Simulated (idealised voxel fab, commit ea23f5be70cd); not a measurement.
voxel capacitor over wiring: a process module
Section cut is 170 nm wide and gridded with 5 nm square cells.
Cross-section = grid of square cells, listed top down in bands; band = one or more rows. First you get the band's top height and its bottom height, in nm, and then the materials it's made of, left to right, with each width in nm. If you see a single material with "edge to edge", that one covers the band edge to edge. "air" is empty space. Height datum 0, below which the as-received substrate wafer is one material. Lowest band open at the bottom, running downward: "top 0, no bottom". So if you see something like "30 to 40" for the width, read it as the top row of the band sitting at the first number and the bottom row at the second, with every row in between moving by the same amount as the last. "no change" after a step means that no cell of the cross-section changed. The label "Unvented voids" introduces a list of the empty spaces, 8 cells or larger, that have no open way up to the top; each entry in it reads width x height at distance, where the distance is taken from the left edge and all three are stated in nm. If you see something after the settings on a step's line, that's the simulator's own remark about that step. overlay nm: right-of-plan distance of the mask on a masked step; negative values mean left-of-plan. Each of the pairs that make up the rest of this document says: here is the cross-section before one process step, here is the cross-section after it, drawn only down to the lowest band that changed, and here, under the pair, is the step lying between them with its settings. Different pairs may come from different runs of this module on the same starting wafer, so a pair continues from the pair above it only where its entry headed "Prior to processing" says so.
[Prior to processing]
	top 125, bottom 90  air 35 | resist 75 | air 60
	top 90, bottom 80  air 35 | resist 5 | aC 25 | resist 45 | air 60
	top 80, bottom 75  air 30 | aC 75 | resist 5 | air 60
	top 75, bottom 70  air 30 | aC 10 | TiN 25 | aC 40 | resist 5 | air 60
	top 70, bottom 65  aC 40 | Al2O3 25 | aC 105
	top 65, bottom 60  aC 30 | TiN 75 | aC 65
	top 60, bottom 55  aC 30 | TiN 35 | Al2O3 40 | aC 65
	top 55, bottom 45  TiN 30 | Ru 35 | TiN 105
	top 45, bottom 35  lowk 40 | Ru 15 | lowk 115
	top 35, bottom 30  SiCN 40 | Ru 15 | SiCN 115
	top 30, bottom 15  lowk 30 | Ru 25 | lowk 60 | Ru 25 | lowk 30
	top 15, bottom 10  lowk 30 | TiN 25 | lowk 60 | TiN 25 | lowk 30
	top 10, bottom 0  SiO2 edge to edge
	top 0, no bottom  Si edge to edge
	Unvented voids: none
[Post-Process View]
	top 110, bottom 90  air 35 | resist 75 | air 60
	top 90, bottom 80  air 35 | resist 5 | aC 25 | resist 45 | air 60
	top 80, bottom 75  air 35 | aC 70 | resist 5 | air 60
	top 75, bottom 70  air 35 | aC 5 | TiN 25 | aC 40 | resist 5 | air 60
	top 70, bottom 65  air 35 | aC 5 | Al2O3 25 | aC 45 | air 60
	top 65, bottom 60  air 30 | TiN 75 | aC 5 | air 60
	top 60, bottom 55  air 30 | TiN 35 | Al2O3 40 | aC 5 | air 60
	Lower than 55, everything is as it was.
	Unvented voids: none
The transition between the preceding cross-sections is accomplished by op DIRECTIONAL_ETCH | etch materials aC | depth nm 15
Prior to processing: see the after view in the pair directly above.
[Post-Process View]
	top 90, bottom 80  air 40 | aC 25 | air 105
	top 80, bottom 75  air 35 | aC 70 | air 65
	top 75, bottom 70  air 35 | aC 5 | TiN 25 | aC 40 | air 65
	Lower than 70, everything is as it was.
	Unvented voids: none
The transition between the preceding cross-sections is accomplished by op STRIP | etch materials resist
Prior to processing: see the after view in the pair directly above.
[Post-Process View]
	top 90, bottom 80  air 40 | aC 25 | air 105
	top 80, bottom 75  air 35 | aC 70 | air 65
	top 75, bottom 70  air 35 | aC 5 | TiN 25 | aC 40 | air 65
	top 70, bottom 65  air 35 | aC 5 | Al2O3 25 | aC 45 | air 60
	top 65, bottom 60  air 35 | TiN 70 | aC 5 | air 60
	top 60, bottom 55  air 35 | TiN 30 | Al2O3 40 | aC 5 | air 60
	top 55, bottom 45  air 30 | Ru 35 | TiN 45 | air 60
	Lower than 45, everything is as it was.
	Unvented voids: none
The transition between the preceding cross-sections is accomplished by op DIRECTIONAL_ETCH | etch materials TiN | depth nm 10
Prior to processing: see the after view in the pair directly above.
[Post-Process View]
	top 75, bottom 70  air 40 | TiN 25 | air 105
	top 70, bottom 65  air 40 | Al2O3 25 | air 105
	top 65, bottom 60  air 35 | TiN 70 | air 65
	top 60, bottom 55  air 35 | TiN 30 | Al2O3 40 | air 65
	Lower than 55, everything is as it was.
	Unvented voids: none
The transition between the preceding cross-sections is accomplished by op STRIP | etch materials aC
Prior to processing: see the after view in the pair directly above.
[Post-Process View]
	top 95, bottom 75  SiO2 edge to edge
	top 75, bottom 70  SiO2 40 | TiN 25 | SiO2 105
	top 70, bottom 65  SiO2 40 | Al2O3 25 | SiO2 105
	top 65, bottom 60  SiO2 35 | TiN 70 | SiO2 65
	top 60, bottom 55  SiO2 35 | TiN 30 | Al2O3 40 | SiO2 65
	top 55, bottom 45  SiO2 30 | Ru 35 | TiN 45 | SiO2 60
	Lower than 45, everything is as it was.
	Unvented voids: none
The transition between the preceding cross-sections is accomplished by op FILL_DEP | material SiO2 | thk nm 20
Prior to processing: see the after view in the pair directly above.
[Post-Process View]
	top 80, bottom 75  SiO2 edge to edge
	Lower than 75, everything is as it was.
	Unvented voids: none
The transition between the preceding cross-sections is accomplished by op CMP | height nm 80
Prior to processing: see the after view in the pair directly above.
[Post-Process View]
	top 95, bottom 80  aC edge to edge
	Lower than 80, everything is as it was.
	Unvented voids: none
The transition between the preceding cross-sections is accomplished by op DIRECTIONAL_DEP | material aC | thk nm 15
Prior to processing: see the after view in the pair directly above.
[Post-Process View]
	top 125, bottom 95  resist 50 | air 15 | resist 105
	Lower than 95, everything is as it was.
	Unvented voids: none
The transition between the preceding cross-sections is accomplished by op PATTERN | tone open | mask id PLUG_2 | material resist | width nm 15 | thk nm 30 | overlay nm 0
Prior to processing: see the after view in the pair directly above.
[Post-Process View]
	top 110, bottom 95  resist 50 | air 15 | resist 105
	top 95, bottom 80  aC 50 | air 15 | aC 105
	Lower than 80, everything is as it was.
	Unvented voids: none
The transition between the preceding cross-sections is accomplished by op DIRECTIONAL_ETCH | etch materials aC | depth nm 15
Prior to processing: see the after view in the pair directly above.
[Post-Process View]
	top 95, bottom 80  aC 50 | air 15 | aC 105
	Lower than 80, everything is as it was.
	Unvented voids: none
The transition between the preceding cross-sections is accomplished by op STRIP | etch materials resist
Prior to processing: see the after view in the pair directly above.
[Post-Process View]
	top 95, bottom 80  aC 50 | air 15 | aC 105
	top 80, bottom 75  SiO2 50 | air 15 | SiO2 105
	Lower than 75, everything is as it was.
	Unvented voids: none
The transition between the preceding cross-sections is accomplished by op DIRECTIONAL_ETCH | etch materials SiO2 | depth nm 15
Prior to processing: see the after view in the pair directly above.
[Post-Process View]
	top 80, bottom 75  SiO2 50 | air 15 | SiO2 105
	Lower than 75, everything is as it was.
	Unvented voids: none
The transition between the preceding cross-sections is accomplished by op STRIP | etch materials aC
Prior to processing: see the after view in the pair directly above.
[Post-Process View]
	top 85, bottom 80  TiN 55 | air 5 | TiN 110
	top 80, bottom 70  SiO2 50 to 40 | TiN 15 to 25 | SiO2 105
	Lower than 70, everything is as it was.
	Unvented voids: none
The transition between the preceding cross-sections is accomplished by op CONFORMAL_DEP | material TiN | thk nm 5
Prior to processing: see the after view in the pair directly above.
[Post-Process View]
	top 90, bottom 85  Cu edge to edge
	top 85, bottom 80  TiN 55 | Cu 5 | TiN 110
	Lower than 80, everything is as it was.
	Unvented voids: none
The transition between the preceding cross-sections is accomplished by op FILL_DEP | material Cu | thk nm 5
Prior to processing: see the after view in the pair directly above.
[Post-Process View]
	top 80, bottom 70  SiO2 50 to 40 | TiN 15 to 25 | SiO2 105
	Lower than 70, everything is as it was.
	Unvented voids: none
The transition between the preceding cross-sections is accomplished by op CMP | height nm 80
Prior to processing: see the after view in the pair directly above.
[Post-Process View]
	top 85, bottom 80  SiN edge to edge
	Lower than 80, everything is as it was.
	Unvented voids: none
The transition between the preceding cross-sections is accomplished by op CONFORMAL_DEP | material SiN | thk nm 5
[Prior to processing]
	top 45, bottom 40  lowk 40 | air 15 | lowk 115
	top 40, bottom 35  lowk 40 | Ru 15 | lowk 115
	top 35, bottom 30  SiCN 40 | Ru 15 | SiCN 115
	top 30, bottom 15  lowk 30 | Ru 25 | lowk 60 | Ru 25 | lowk 30
	top 15, bottom 10  lowk 30 | TiN 25 | lowk 60 | TiN 25 | lowk 30
	top 10, bottom 0  SiO2 edge to edge
	top 0, no bottom  Si edge to edge
	Unvented voids: none
[Post-Process View]
	top 55, bottom 50  TiN 40 | air 15 | TiN 115
	top 50, bottom 45  TiN edge to edge
	top 45, bottom 40  lowk 40 | TiN 15 | lowk 115
	Lower than 40, everything is as it was.
	Unvented voids: none
The transition between the preceding cross-sections is accomplished by op DIRECTIONAL_DEP | material TiN | thk nm 10
Prior to processing: see the after view in the pair directly above.
[Post-Process View]
	top 60, bottom 55  Ru 45 | air 5 | Ru 120
	top 55, bottom 50  TiN 40 | Ru 15 | TiN 115
	Lower than 50, everything is as it was.
	Unvented voids: none
The transition between the preceding cross-sections is accomplished by op EPI | material Ru | thk nm 5
Prior to processing: see the after view in the pair directly above.
[Post-Process View]
	top 65, bottom 60  Al2O3 45 | air 5 | Al2O3 120
	top 60, bottom 55  Ru 45 | Al2O3 5 | Ru 120
	Lower than 55, everything is as it was.
	Unvented voids: none
The transition between the preceding cross-sections is accomplished by op DIRECTIONAL_DEP | material Al2O3 | thk nm 5
Prior to processing: see the after view in the pair directly above.
[Post-Process View]
	top 70, bottom 65  TiN 45 | air 5 | TiN 120
	top 65, bottom 60  Al2O3 45 | TiN 5 | Al2O3 120
	Lower than 60, everything is as it was.
	Unvented voids: none
The transition between the preceding cross-sections is accomplished by op DIRECTIONAL_DEP | material TiN | thk nm 5
Prior to processing: see the after view in the pair directly above.
[Post-Process View]
	top 70, bottom 65  air 40 | TiN 5 | air 5 | TiN 55 | air 65
	Lower than 65, everything is as it was.
	Unvented voids: none
The transition between the preceding cross-sections is accomplished by op MASKED_ETCH | tone cover | mask id UPPER_PLATE | width nm 65 | etch materials TiN | depth nm 5 | overlay nm 0
Prior to processing: see the after view in the pair directly above.
[Post-Process View]
	top 70, bottom 65  air 40 | TiN 5 | air 5 | TiN 55 | air 65
	top 65, bottom 60  air 40 | Al2O3 5 | TiN 5 | Al2O3 55 | air 65
	Lower than 60, everything is as it was.
	Unvented voids: none
The transition between the preceding cross-sections is accomplished by op MASKED_ETCH | tone cover | mask id UPPER_PLATE | width nm 65 | etch materials Al2O3 | depth nm 5 | overlay nm 0
Prior to processing: see the after view in the pair directly above.
[Post-Process View]
	top 85, bottom 80  air 40 | aC 5 | air 5 | aC 55 | air 65
	top 80, bottom 75  air 40 | aC 65 | air 65
	top 75, bottom 70  aC edge to edge
	top 70, bottom 65  aC 40 | TiN 5 | aC 5 | TiN 55 | aC 65
	top 65, bottom 60  aC 40 | Al2O3 5 | TiN 5 | Al2O3 55 | aC 65
	Lower than 60, everything is as it was.
	Unvented voids: none
The transition between the preceding cross-sections is accomplished by op DIRECTIONAL_DEP | material aC | thk nm 15
Prior to processing: see the after view in the pair directly above.
[Post-Process View]
	top 120, bottom 85  air 35 | resist 75 | air 60
	top 85, bottom 80  air 35 | resist 5 | aC 5 | resist 5 | aC 55 | resist 5 | air 60
	top 80, bottom 75  air 35 | resist 5 | aC 65 | resist 5 | air 60
	Lower than 75, everything is as it was.
	Unvented voids: none
The transition between the preceding cross-sections is accomplished by op PATTERN | tone cover | mask id LOWER_PLATE | material resist | width nm 75 | thk nm 35 | overlay nm 0
Prior to processing: see the after view in the pair directly above.
[Post-Process View]
	top 105, bottom 85  air 35 | resist 75 | air 60
	top 85, bottom 80  air 35 | resist 5 | aC 5 | resist 5 | aC 55 | resist 5 | air 60
	top 80, bottom 75  air 35 | resist 5 | aC 65 | resist 5 | air 60
	top 75, bottom 70  air 35 | aC 75 | air 60
	top 70, bottom 65  air 35 | aC 5 | TiN 5 | aC 5 | TiN 55 | aC 5 | air 60
	top 65, bottom 60  air 35 | aC 5 | Al2O3 5 | TiN 5 | Al2O3 55 | aC 5 | air 60
	Lower than 60, everything is as it was.
	Unvented voids: none
The transition between the preceding cross-sections is accomplished by op DIRECTIONAL_ETCH | etch materials aC | depth nm 15
Prior to processing: see the after view in the pair directly above.
[Post-Process View]
	top 85, bottom 80  air 40 | aC 5 | air 5 | aC 55 | air 65
	top 80, bottom 70  air 40 to 35 | aC 65 to 75 | air 65 to 60
	Lower than 70, everything is as it was.
	Unvented voids: none
The transition between the preceding cross-sections is accomplished by op STRIP | etch materials resist
Prior to processing: see the after view in the pair directly above.
[Post-Process View]
	top 70, bottom 65  air 40 | TiN 5 | air 5 | TiN 55 | air 65
	top 65, bottom 60  air 40 | Al2O3 5 | TiN 5 | Al2O3 55 | air 65
	Lower than 60, everything is as it was.
	Unvented voids: none
The transition between the preceding cross-sections is accomplished by op STRIP | etch materials aC
Prior to processing: see the after view in the pair directly above.
[Post-Process View]
	top 90, bottom 70  SiO2 edge to edge
	top 70, bottom 65  SiO2 40 | TiN 5 | SiO2 5 | TiN 55 | SiO2 65
	top 65, bottom 60  SiO2 40 | Al2O3 5 | TiN 5 | Al2O3 55 | SiO2 65
	Lower than 60, everything is as it was.
	Unvented voids: none
The transition between the preceding cross-sections is accomplished by op FILL_DEP | material SiO2 | thk nm 20
Prior to processing: see the after view in the pair directly above.
[Post-Process View]
	top 80, bottom 70  SiO2 edge to edge
	Lower than 70, everything is as it was.
	Unvented voids: none
The transition between the preceding cross-sections is accomplished by op CMP | height nm 80
Prior to processing: see the after view in the pair directly above.
[Post-Process View]
	top 95, bottom 80  aC edge to edge
	Lower than 80, everything is as it was.
	Unvented voids: none
The transition between the preceding cross-sections is accomplished by op DIRECTIONAL_DEP | material aC | thk nm 15
Prior to processing: see the after view in the pair directly above.
[Post-Process View]
	top 125, bottom 95  resist 50 | air 15 | resist 105
	Lower than 95, everything is as it was.
	Unvented voids: none
The transition between the preceding cross-sections is accomplished by op PATTERN | tone open | mask id PLUG_2 | material resist | width nm 15 | thk nm 30 | overlay nm 0
Prior to processing: see the after view in the pair directly above.
[Post-Process View]
	top 110, bottom 95  resist 50 | air 15 | resist 105
	top 95, bottom 80  aC 50 | air 15 | aC 105
	Lower than 80, everything is as it was.
	Unvented voids: none
The transition between the preceding cross-sections is accomplished by op DIRECTIONAL_ETCH | etch materials aC | depth nm 15
Prior to processing: see the after view in the pair directly above.
[Post-Process View]
	top 95, bottom 80  aC 50 | air 15 | aC 105
	Lower than 80, everything is as it was.
	Unvented voids: none
The transition between the preceding cross-sections is accomplished by op STRIP | etch materials resist
Prior to processing: see the after view in the pair directly above.
[Post-Process View]
	top 95, bottom 80  aC 50 | air 15 | aC 105
	top 80, bottom 70  SiO2 50 | air 15 | SiO2 105
	Lower than 70, everything is as it was.
	Unvented voids: none
The transition between the preceding cross-sections is accomplished by op DIRECTIONAL_ETCH | etch materials SiO2 | depth nm 15
Prior to processing: see the after view in the pair directly above.
[Post-Process View]
	top 80, bottom 70  SiO2 50 | air 15 | SiO2 105
	Lower than 70, everything is as it was.
	Unvented voids: none
The transition between the preceding cross-sections is accomplished by op STRIP | etch materials aC
Prior to processing: see the after view in the pair directly above.
[Post-Process View]
	top 85, bottom 80  TiN 55 | air 5 | TiN 110
	top 80, bottom 75  SiO2 50 | TiN 5 | air 5 | TiN 5 | SiO2 105
	top 75, bottom 70  SiO2 50 | TiN 15 | SiO2 105
	Lower than 70, everything is as it was.
	Unvented voids: none
The transition between the preceding cross-sections is accomplished by op CONFORMAL_DEP | material TiN | thk nm 5
Prior to processing: see the after view in the pair directly above.
[Post-Process View]
	top 90, bottom 85  Cu edge to edge
	top 85, bottom 80  TiN 55 | Cu 5 | TiN 110
	top 80, bottom 75  SiO2 50 | TiN 5 | Cu 5 | TiN 5 | SiO2 105
	Lower than 75, everything is as it was.
	Unvented voids: none
The transition between the preceding cross-sections is accomplished by op FILL_DEP | material Cu | thk nm 5
Prior to processing: see the after view in the pair directly above.
[Post-Process View]
	top 80, bottom 75  SiO2 50 | TiN 5 | Cu 5 | TiN 5 | SiO2 105
	Lower than 75, everything is as it was.
	Unvented voids: none
The transition between the preceding cross-sections is accomplished by op CMP | height nm 80
Prior to processing: see the after view in the pair directly above.
[Post-Process View]
	top 85, bottom 80  SiN edge to edge
	Lower than 80, everything is as it was.
	Unvented voids: none
The transition between the preceding cross-sections is accomplished by op CONFORMAL_DEP | material SiN | thk nm 5
[Prior to processing]
	top 90, bottom 85  Cu edge to edge
	top 85, bottom 80  TiN 55 | Cu 5 | TiN 110
	top 80, bottom 70  SiO2 50 | TiN 5 | Cu 5 | TiN 5 | SiO2 105
	top 70, bottom 60  SiO2 50 to 40 | TiN 15 to 65 | SiO2 105 to 65
	top 60, bottom 55  SiO2 40 | Al2O3 65 | SiO2 65
	top 55, bottom 45  SiO2 35 | TiN 75 | SiO2 60
	top 45, bottom 35  lowk 40 | Ru 15 | lowk 115
	top 35, bottom 30  SiCN 40 | Ru 15 | SiCN 115
	top 30, bottom 15  lowk 30 | Ru 25 | lowk 60 | Ru 25 | lowk 30
	top 15, bottom 10  lowk 30 | TiN 25 | lowk 60 | TiN 25 | lowk 30
	top 10, bottom 0  SiO2 edge to edge
	top 0, no bottom  Si edge to edge
	Unvented voids: none
[Post-Process View]
	top 70, bottom 60  SiO2 50 to 40 | TiN 15 to 65 | SiO2 105 to 65
	Lower than 60, everything is as it was.
	Unvented voids: none
The transition between the preceding cross-sections is accomplished by op CMP | height nm 70
Prior to processing: see the after view in the pair directly above.
[Post-Process View]
	top 75, bottom 70  SiN edge to edge
	Lower than 70, everything is as it was.
	Unvented voids: none
The transition between the preceding cross-sections is accomplished by op CONFORMAL_DEP | material SiN | thk nm 5
[Prior to processing]
	top 30, bottom 15  Ru edge to edge
	top 15, bottom 10  TiN edge to edge
	top 10, bottom 0  SiO2 edge to edge
	top 0, no bottom  Si edge to edge
	Unvented voids: none
[Post-Process View]
	top 45, bottom 30  air 25 | resist 35 | air 50 | resist 35 | air 25
	Lower than 30, everything is as it was.
	Unvented voids: none
The transition between the preceding cross-sections is accomplished by op PATTERN | tone cover | mask id METAL_1 | material resist | width nm 35 | pitch nm 85 | thk nm 15 | overlay nm 0
Prior to processing: see the after view in the pair directly above.
[Post-Process View]
	top 45, bottom 30  air 25 | resist 35 | air 50 | resist 35 | air 25
	top 30, bottom 15  air 25 | Ru 35 | air 50 | Ru 35 | air 25
	Lower than 15, everything is as it was.
	Unvented voids: none
The transition between the preceding cross-sections is accomplished by op DIRECTIONAL_ETCH | etch materials Ru | depth nm 15
Prior to processing: see the after view in the pair directly above.
[Post-Process View]
	top 45, bottom 30  air 25 | resist 35 | air 50 | resist 35 | air 25
	top 30, bottom 15  air 25 | Ru 35 | air 50 | Ru 35 | air 25
	top 15, bottom 10  air 25 | TiN 35 | air 50 | TiN 35 | air 25
	Lower than 10, everything is as it was.
	Unvented voids: none
The transition between the preceding cross-sections is accomplished by op DIRECTIONAL_ETCH | etch materials TiN | depth nm 5
Prior to processing: see the after view in the pair directly above.
[Post-Process View]
	top 30, bottom 15  air 25 | Ru 35 | air 50 | Ru 35 | air 25
	Lower than 15, everything is as it was.
	Unvented voids: none
The transition between the preceding cross-sections is accomplished by op STRIP | etch materials resist
Prior to processing: see the after view in the pair directly above.
[Post-Process View]
	top 40, bottom 30  lowk edge to edge
	top 30, bottom 15  lowk 25 | Ru 35 | lowk 50 | Ru 35 | lowk 25
	top 15, bottom 10  lowk 25 | TiN 35 | lowk 50 | TiN 35 | lowk 25
	Lower than 10, everything is as it was.
	Unvented voids: none
The transition between the preceding cross-sections is accomplished by op FILL_DEP | material lowk | thk nm 10
Prior to processing: see the after view in the pair directly above.
[Post-Process View]
	top 30, bottom 15  lowk 25 | Ru 35 | lowk 50 | Ru 35 | lowk 25
	Lower than 15, everything is as it was.
	Unvented voids: none
The transition between the preceding cross-sections is accomplished by op CMP | height nm 30
Prior to processing: see the after view in the pair directly above.
[Post-Process View]
	top 35, bottom 30  SiCN edge to edge
	Lower than 30, everything is as it was.
	Unvented voids: none
The transition between the preceding cross-sections is accomplished by op CONFORMAL_DEP | material SiCN | thk nm 5
Prior to processing: see the after view in the pair directly above.
[Post-Process View]
	top 45, bottom 35  lowk edge to edge
	Lower than 35, everything is as it was.
	Unvented voids: none
The transition between the preceding cross-sections is accomplished by op DIRECTIONAL_DEP | material lowk | thk nm 10
Prior to processing: see the after view in the pair directly above.
[Post-Process View]
	top 60, bottom 45  resist 40 | air 15 | resist 115
	Lower than 45, everything is as it was.
	Unvented voids: none
The transition between the preceding cross-sections is accomplished by op PATTERN | tone open | mask id PLUG_1 | material resist | width nm 15 | thk nm 15 | overlay nm 0
Prior to processing: see the after view in the pair directly above.
[Post-Process View]
	top 60, bottom 45  resist 40 | air 15 | resist 115
	top 45, bottom 35  lowk 40 | air 15 | lowk 115
	Lower than 35, everything is as it was.
	Unvented voids: none
The transition between the preceding cross-sections is accomplished by op DIRECTIONAL_ETCH | etch materials lowk | depth nm 10
Prior to processing: see the after view in the pair directly above.
[Post-Process View]
	top 60, bottom 45  resist 40 | air 15 | resist 115
	top 45, bottom 35  lowk 40 | air 15 | lowk 115
	top 35, bottom 30  SiCN 40 | air 15 | SiCN 115
	Lower than 30, everything is as it was.
	Unvented voids: none
The transition between the preceding cross-sections is accomplished by op DIRECTIONAL_ETCH | etch materials SiCN | depth nm 5
Prior to processing: see the after view in the pair directly above.
[Post-Process View]
	top 45, bottom 35  lowk 40 | air 15 | lowk 115
	Lower than 35, everything is as it was.
	Unvented voids: none
The transition between the preceding cross-sections is accomplished by op STRIP | etch materials resist
Prior to processing: see the after view in the pair directly above.
[Post-Process View]
	top 45, bottom 40  lowk 40 | air 15 | lowk 115
	top 40, bottom 35  lowk 40 | Ru 15 | lowk 115
	top 35, bottom 30  SiCN 40 | Ru 15 | SiCN 115
	Lower than 30, everything is as it was.
	Unvented voids: none
The transition between the preceding cross-sections is accomplished by op EPI | material Ru | thk nm 10
Prior to processing: see the after view in the pair directly above.
[Post-Process View]
	top 45, bottom 35  lowk 40 | Ru 15 | lowk 115
	Lower than 35, everything is as it was.
	Unvented voids: none
The transition between the preceding cross-sections is accomplished by op EPI | material Ru | thk nm 5
Prior to processing: see the after view in the pair directly above.
[Post-Process View]
	top 55, bottom 45  TiN edge to edge
	Lower than 45, everything is as it was.
	Unvented voids: none
The transition between the preceding cross-sections is accomplished by op DIRECTIONAL_DEP | material TiN | thk nm 10
Prior to processing: see the after view in the pair directly above.
[Post-Process View]
	top 60, bottom 55  Al2O3 edge to edge
	Lower than 55, everything is as it was.
	Unvented voids: none
The transition between the preceding cross-sections is accomplished by op DIRECTIONAL_DEP | material Al2O3 | thk nm 5
Prior to processing: see the after view in the pair directly above.
[Post-Process View]
	top 65, bottom 60  TiN edge to edge
	Lower than 60, everything is as it was.
	Unvented voids: none
The transition between the preceding cross-sections is accomplished by op DIRECTIONAL_DEP | material TiN | thk nm 5
Prior to processing: see the after view in the pair directly above.
[Post-Process View]
	top 65, bottom 60  air 40 | TiN 65 | air 65
	Lower than 60, everything is as it was.
	Unvented voids: none
The transition between the preceding cross-sections is accomplished by op MASKED_ETCH | tone cover | mask id UPPER_PLATE | width nm 65 | etch materials TiN | depth nm 5 | overlay nm 0
Prior to processing: see the after view in the pair directly above.
[Post-Process View]
	top 65, bottom 60  air 40 | TiN 65 | air 65
	top 60, bottom 55  air 40 | Al2O3 65 | air 65
	Lower than 55, everything is as it was.
	Unvented voids: none
The transition between the preceding cross-sections is accomplished by op MASKED_ETCH | tone cover | mask id UPPER_PLATE | width nm 65 | etch materials Al2O3 | depth nm 5 | overlay nm 0
Prior to processing: see the after view in the pair directly above.
[Post-Process View]
	top 80, bottom 70  air 40 | aC 65 | air 65
	top 70, bottom 65  aC edge to edge
	top 65, bottom 60  aC 40 | TiN 65 | aC 65
	top 60, bottom 55  aC 40 | Al2O3 65 | aC 65
	Lower than 55, everything is as it was.
	Unvented voids: none
The transition between the preceding cross-sections is accomplished by op DIRECTIONAL_DEP | material aC | thk nm 15
Prior to processing: see the after view in the pair directly above.
[Post-Process View]
	top 115, bottom 80  air 35 | resist 75 | air 60
	top 80, bottom 70  air 35 | resist 5 | aC 65 | resist 5 | air 60
	Lower than 70, everything is as it was.
	Unvented voids: none
The transition between the preceding cross-sections is accomplished by op PATTERN | tone cover | mask id LOWER_PLATE | material resist | width nm 75 | thk nm 35 | overlay nm 0
Prior to processing: see the after view in the pair directly above.
[Post-Process View]
	top 100, bottom 80  air 35 | resist 75 | air 60
	top 80, bottom 70  air 35 | resist 5 | aC 65 | resist 5 | air 60
	top 70, bottom 65  air 35 | aC 75 | air 60
	top 65, bottom 60  air 35 | aC 5 | TiN 65 | aC 5 | air 60
	top 60, bottom 55  air 35 | aC 5 | Al2O3 65 | aC 5 | air 60
	Lower than 55, everything is as it was.
	Unvented voids: none
The transition between the preceding cross-sections is accomplished by op DIRECTIONAL_ETCH | etch materials aC | depth nm 15
Prior to processing: see the after view in the pair directly above.
[Post-Process View]
	top 80, bottom 70  air 40 | aC 65 | air 65
	Lower than 70, everything is as it was.
	Unvented voids: none
The transition between the preceding cross-sections is accomplished by op STRIP | etch materials resist
Prior to processing: see the after view in the pair directly above.
[Post-Process View]
	top 80, bottom 70  air 40 | aC 65 | air 65
	top 70, bottom 65  air 35 | aC 75 | air 60
	top 65, bottom 60  air 35 | aC 5 | TiN 65 | aC 5 | air 60
	top 60, bottom 55  air 35 | aC 5 | Al2O3 65 | aC 5 | air 60
	top 55, bottom 45  air 35 | TiN 75 | air 60
	Lower than 45, everything is as it was.
	Unvented voids: none
The transition between the preceding cross-sections is accomplished by op DIRECTIONAL_ETCH | etch materials TiN | depth nm 10
Prior to processing: see the after view in the pair directly above.
[Post-Process View]
	top 65, bottom 60  air 40 | TiN 65 | air 65
	top 60, bottom 55  air 40 | Al2O3 65 | air 65
	Lower than 55, everything is as it was.
	Unvented voids: none
The transition between the preceding cross-sections is accomplished by op STRIP | etch materials aC
Prior to processing: see the after view in the pair directly above.
[Post-Process View]
	top 85, bottom 65  SiO2 edge to edge
	top 65, bottom 60  SiO2 40 | TiN 65 | SiO2 65
	top 60, bottom 55  SiO2 40 | Al2O3 65 | SiO2 65
	top 55, bottom 45  SiO2 35 | TiN 75 | SiO2 60
	Lower than 45, everything is as it was.
	Unvented voids: none
The transition between the preceding cross-sections is accomplished by op FILL_DEP | material SiO2 | thk nm 20
Prior to processing: see the after view in the pair directly above.
[Post-Process View]
	top 80, bottom 65  SiO2 edge to edge
	Lower than 65, everything is as it was.
	Unvented voids: none
The transition between the preceding cross-sections is accomplished by op CMP | height nm 80
Prior to processing: see the after view in the pair directly above.
[Post-Process View]
	top 95, bottom 80  aC edge to edge
	Lower than 80, everything is as it was.
	Unvented voids: none
The transition between the preceding cross-sections is accomplished by op DIRECTIONAL_DEP | material aC | thk nm 15
Prior to processing: see the after view in the pair directly above.
[Post-Process View]
	top 125, bottom 95  resist 50 | air 15 | resist 105
	Lower than 95, everything is as it was.
	Unvented voids: none
The transition between the preceding cross-sections is accomplished by op PATTERN | tone open | mask id PLUG_2 | material resist | width nm 15 | thk nm 30 | overlay nm 0
Prior to processing: see the after view in the pair directly above.
[Post-Process View]
	top 110, bottom 95  resist 50 | air 15 | resist 105
	top 95, bottom 80  aC 50 | air 15 | aC 105
	Lower than 80, everything is as it was.
	Unvented voids: none
The transition between the preceding cross-sections is accomplished by op DIRECTIONAL_ETCH | etch materials aC | depth nm 15
Prior to processing: see the after view in the pair directly above.
[Post-Process View]
	top 95, bottom 80  aC 50 | air 15 | aC 105
	Lower than 80, everything is as it was.
	Unvented voids: none
The transition between the preceding cross-sections is accomplished by op STRIP | etch materials resist
Prior to processing: see the after view in the pair directly above.
[Post-Process View]
	top 95, bottom 80  aC 50 | air 15 | aC 105
	top 80, bottom 65  SiO2 50 | air 15 | SiO2 105
	Lower than 65, everything is as it was.
	Unvented voids: none
The transition between the preceding cross-sections is accomplished by op DIRECTIONAL_ETCH | etch materials SiO2 | depth nm 15
Prior to processing: see the after view in the pair directly above.
[Post-Process View]
	top 80, bottom 65  SiO2 50 | air 15 | SiO2 105
	Lower than 65, everything is as it was.
	Unvented voids: none
The transition between the preceding cross-sections is accomplished by op STRIP | etch materials aC
Prior to processing: see the after view in the pair directly above.
[Post-Process View]
	top 85, bottom 80  TiN 55 | air 5 | TiN 110
	top 80, bottom 70  SiO2 50 | TiN 5 | air 5 | TiN 5 | SiO2 105
	top 70, bottom 60  SiO2 50 to 40 | TiN 15 to 65 | SiO2 105 to 65
	Lower than 60, everything is as it was.
	Unvented voids: none
The transition between the preceding cross-sections is accomplished by op CONFORMAL_DEP | material TiN | thk nm 5
Prior to processing: see the after view in the pair directly above.
[Post-Process View]
	top 90, bottom 85  Cu edge to edge
	top 85, bottom 80  TiN 55 | Cu 5 | TiN 110
	top 80, bottom 70  SiO2 50 | TiN 5 | Cu 5 | TiN 5 | SiO2 105
	Lower than 70, everything is as it was.
	Unvented voids: none
The transition between the preceding cross-sections is accomplished by op FILL_DEP | material Cu | thk nm 5
Prior to processing: see the after view in the pair directly above.
[Post-Process View]
	top 80, bottom 70  SiO2 50 | TiN 5 | Cu 5 | TiN 5 | SiO2 105
	Lower than 70, everything is as it was.
	Unvented voids: none
The transition between the preceding cross-sections is accomplished by op CMP | height nm 80
Prior to processing: see the after view in the pair directly above.
[Post-Process View]
	top 85, bottom 80  SiN edge to edge
	Lower than 80, everything is as it was.
	Unvented voids: none
The transition between the preceding cross-sections is accomplished by op CONFORMAL_DEP | material SiN | thk nm 5
[Prior to processing]
	top 45, bottom 35  lowk edge to edge
	top 35, bottom 30  SiCN edge to edge
	top 30, bottom 15  lowk 30 | Ru 25 | lowk 60 | Ru 25 | lowk 30
	top 15, bottom 10  lowk 30 | TiN 25 | lowk 60 | TiN 25 | lowk 30
	top 10, bottom 0  SiO2 edge to edge
	top 0, no bottom  Si edge to edge
	Unvented voids: none
[Post-Process View]
	top 60, bottom 45  resist 30 | air 15 | resist 125
	Lower than 45, everything is as it was.
	Unvented voids: none
The transition between the preceding cross-sections is accomplished by op PATTERN | tone open | mask id PLUG_1 | material resist | width nm 15 | thk nm 15 | overlay nm -10
